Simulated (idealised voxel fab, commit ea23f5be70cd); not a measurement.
A process module follows: voxel self aligned contacts.
Square cell edge 5 nm, section width 160 nm, ID cut.
Heads up, the way a cross-section reads in here is a grid of square cells, handed over as bands from the top down, with every band being one or more rows of cells.
For a band, the entry starts with two heights in nm, that of the top and then that of the bottom, and carries on with the band's materials in order from left to right, each alongside its width in nm; the word "everywhere" beside a single material means it fills the band edge to edge, and "air" means empty space.
Below 0: as-received wafer, all one material; heights counted from there. Lowest band: no bottom, goes on down, written "0 and below".
Note: "30->40" means the width goes from the first number (top row of the band) to the second number (bottom row) in equal steps per row of cells.
Basically "no alterations made" means that step didn't change any cell in the cross-section.
If an empty space has no open way to the top and is at least 8 cells in size, "Closed cavity list" lists it, written width x height at distance, where distance is measured from the left edge and every value is in nm.
Anything after a step's settings on that line? It's the simulator's own note about the step.
The optional step-line setting "overlay nm" applies to steps with a mask and quantifies how far to the right of its planned location the mask lay, a negative value indicating leftward placement.

This section lists the process steps that were planned
| 1 | RECEIVE [material Si] |
| 2 | CONFORMAL_DEP [material SiO2] [thk nm 5] |
| 3 | DIRECTIONAL_DEP [material polySi] [thk nm 20] |
| 4 | DIRECTIONAL_DEP [material SiN] [thk nm 20] |
| 5 | MASKED_ETCH [tone cover] [mask id GATE] [width nm 30] [pitch nm 75] [etch materials SiN] [depth nm 20] [overlay nm 0] |
| 6 | MASKED_ETCH [tone cover] [mask id GATE] [width nm 30] [pitch nm 75] [etch materials polySi] [depth nm 20] [overlay nm 0] |
| 7 | CONFORMAL_DEP [material SiN] [thk nm 10] |
| 8 | DIRECTIONAL_ETCH [etch materials SiN] [depth nm 10] |
| 9 | FILL_DEP [material SiO2] [thk nm 15] |
| 10 | CMP [height nm 50] |
| 11 | PATTERN [tone open] [mask id CONTACT] [material resist] [width nm 55] [thk nm 20] [overlay nm 0] |
| 12 | DIRECTIONAL_ETCH [etch materials SiO2] [depth nm 50] |
| 13 | STRIP [etch materials resist] |
| 14 | CONFORMAL_DEP [material TiN] [thk nm 5] |
| 15 | FILL_DEP [material W] [thk nm 10] |
| 16 | CMP [height nm 50] |
| 17 | CONFORMAL_DEP [material SiN] [thk nm 5] |

First of the two wafers, run per plan

Wafer as received: cross-section following step 1
- 0 and below | Si everywhere
- Closed cavity list: none

Sectional view: wafer, after step 2
- 5 down to 0 | SiO2 everywhere
- Nothing below the height 0 has changed.

Sectional view: wafer, after step 3
- 25 down to 5 | polySi everywhere
- Nothing below the height 5 has changed.

Sectional view: wafer, after step 4
- 45 down to 25 | SiN everywhere
- Nothing below the height 25 has changed.

Sectional view: wafer, after step 5
- 45 down to 25 | air=25  SiN=30  air=45  SiN=30  air=30
- Nothing below the height 25 has changed.

Sectional view: wafer, after step 6
- 45 down to 25 | air=25  SiN=30  air=45  SiN=30  air=30
- 25 down to 5 | air=25  polySi=30  air=45  polySi=30  air=30
- Nothing below the height 5 has changed.

Sectional view: wafer, after step 7
- 55 down to 25 | air=15  SiN=50  air=25  SiN=50  air=20
- 25 down to 15 | air=15  SiN=10  polySi=30  SiN=10  air=25  SiN=10  polySi=30  SiN=10  air=20
- 15 down to 5 | SiN=25  polySi=30  SiN=45  polySi=30  SiN=30
- Nothing below the height 5 has changed.

Sectional view: wafer, after step 8
- 45 down to 25 | air=15  SiN=50  air=25  SiN=50  air=20
- 25 down to 5 | air=15  SiN=10  polySi=30  SiN=10  air=25  SiN=10  polySi=30  SiN=10  air=20
- Nothing below the height 5 has changed.

Sectional view: wafer, after step 9
- 60 down to 45 | SiO2 everywhere
- 45 down to 25 | SiO2=15  SiN=50  SiO2=25  SiN=50  SiO2=20
- 25 down to 5 | SiO2=15  SiN=10  polySi=30  SiN=10  SiO2=25  SiN=10  polySi=30  SiN=10  SiO2=20
- Nothing below the height 5 has changed.

Sectional view: wafer, after step 10
- 50 down to 45 | SiO2 everywhere
- Nothing below the height 45 has changed.

Sectional view: wafer, after step 11
- 70 down to 50 | resist=50  air=55  resist=55
- Nothing below the height 50 has changed.

Sectional view: wafer, after step 12
- 70 down to 50 | resist=50  air=55  resist=55
- 50 down to 45 | SiO2=50  air=55  SiO2=55
- 45 down to 25 | SiO2=15  SiN=50  air=25  SiN=50  SiO2=20
- 25 down to 5 | SiO2=15  SiN=10  polySi=30  SiN=10  air=25  SiN=10  polySi=30  SiN=10  SiO2=20
- 5 down to 0 | SiO2=65  air=25  SiO2=70
- Nothing below the height 0 has changed.

Sectional view: wafer, after step 13
- 50 down to 45 | SiO2=50  air=55  SiO2=55
- Nothing below the height 45 has changed.

Sectional view: wafer, after step 14
- 55 down to 50 | TiN=55  air=45  TiN=60
- 50 down to 45 | SiO2=50  TiN=20  air=15  TiN=20  SiO2=55
- 45 down to 25 | SiO2=15  SiN=50  TiN=5  air=15  TiN=5  SiN=50  SiO2=20
- 25 down to 5 | SiO2=15  SiN=10  polySi=30  SiN=10  TiN=5  air=15  TiN=5  SiN=10  polySi=30  SiN=10  SiO2=20
- 5 down to 0 | SiO2=65  TiN=25  SiO2=70
- Nothing below the height 0 has changed.

Sectional view: wafer, after step 15
- 65 down to 55 | W everywhere
- 55 down to 50 | TiN=55  W=45  TiN=60
- 50 down to 45 | SiO2=50  TiN=20  W=15  TiN=20  SiO2=55
- 45 down to 25 | SiO2=15  SiN=50  TiN=5  W=15  TiN=5  SiN=50  SiO2=20
- 25 down to 5 | SiO2=15  SiN=10  polySi=30  SiN=10  TiN=5  W=15  TiN=5  SiN=10  polySi=30  SiN=10  SiO2=20
- Nothing below the height 5 has changed.

Sectional view: wafer, after step 16
- 50 down to 45 | SiO2=50  TiN=20  W=15  TiN=20  SiO2=55
- Nothing below the height 45 has changed.

Sectional view: wafer, after step 17
- 55 down to 50 | SiN everywhere
- Nothing below the height 50 has changed.

Okay, second wafer. Nothing different at the start, nothing different in the plan, just one mistake somewhere in the running. As far as step 9, counting that step, it's the first wafer all over again

Second wafer, section view, time point: scheduled end of step 10
- 45 down to 25 | SiO2=15  SiN=50  SiO2=25  SiN=50  SiO2=20
- Nothing below the height 25 has changed.

Second wafer, section view, time point: scheduled end of step 11
- 65 down to 45 | resist=50  air=55  resist=55
- Nothing below the height 45 has changed.

Second wafer, section view, time point: scheduled end of step 12
- 65 down to 45 | resist=50  air=55  resist=55
- 45 down to 25 | SiO2=15  SiN=50  air=25  SiN=50  SiO2=20
- 25 down to 5 | SiO2=15  SiN=10  polySi=30  SiN=10  air=25  SiN=10  polySi=30  SiN=10  SiO2=20
- 5 down to 0 | SiO2=65  air=25  SiO2=70
- Nothing below the height 0 has changed.

Second wafer, section view, time point: scheduled end of step 13
- 45 down to 25 | SiO2=15  SiN=50  air=25  SiN=50  SiO2=20
- Nothing below the height 25 has changed.

Second wafer, section view, time point: scheduled end of step 14
- 50 down to 45 | TiN=70  air=15  TiN=75
- 45 down to 25 | SiO2=15  SiN=50  TiN=5  air=15  TiN=5  SiN=50  SiO2=20
- 25 down to 5 | SiO2=15  SiN=10  polySi=30  SiN=10  TiN=5  air=15  TiN=5  SiN=10  polySi=30  SiN=10  SiO2=20
- 5 down to 0 | SiO2=65  TiN=25  SiO2=70
- Nothing below the height 0 has changed.

Second wafer, section view, time point: scheduled end of step 15
- 60 down to 50 | W everywhere
- 50 down to 45 | TiN=70  W=15  TiN=75
- 45 down to 25 | SiO2=15  SiN=50  TiN=5  W=15  TiN=5  SiN=50  SiO2=20
- 25 down to 5 | SiO2=15  SiN=10  polySi=30  SiN=10  TiN=5  W=15  TiN=5  SiN=10  polySi=30  SiN=10  SiO2=20
- Nothing below the height 5 has changed.

Second wafer, section view, time point: scheduled end of step 16
- 50 down to 45 | TiN=70  W=15  TiN=75
- Nothing below the height 45 has changed.

Second wafer, section view, time point: scheduled end of step 17
- 55 down to 50 | SiN everywhere
- Nothing below the height 50 has changed.
Misprocessing identified: step 10 deviated from plan and actually ran as CMP [height nm 45]
The second wafer ends with more or fewer cells of some materials than the first, per final count: SiO2: 21 fewer | TiN: 21 more
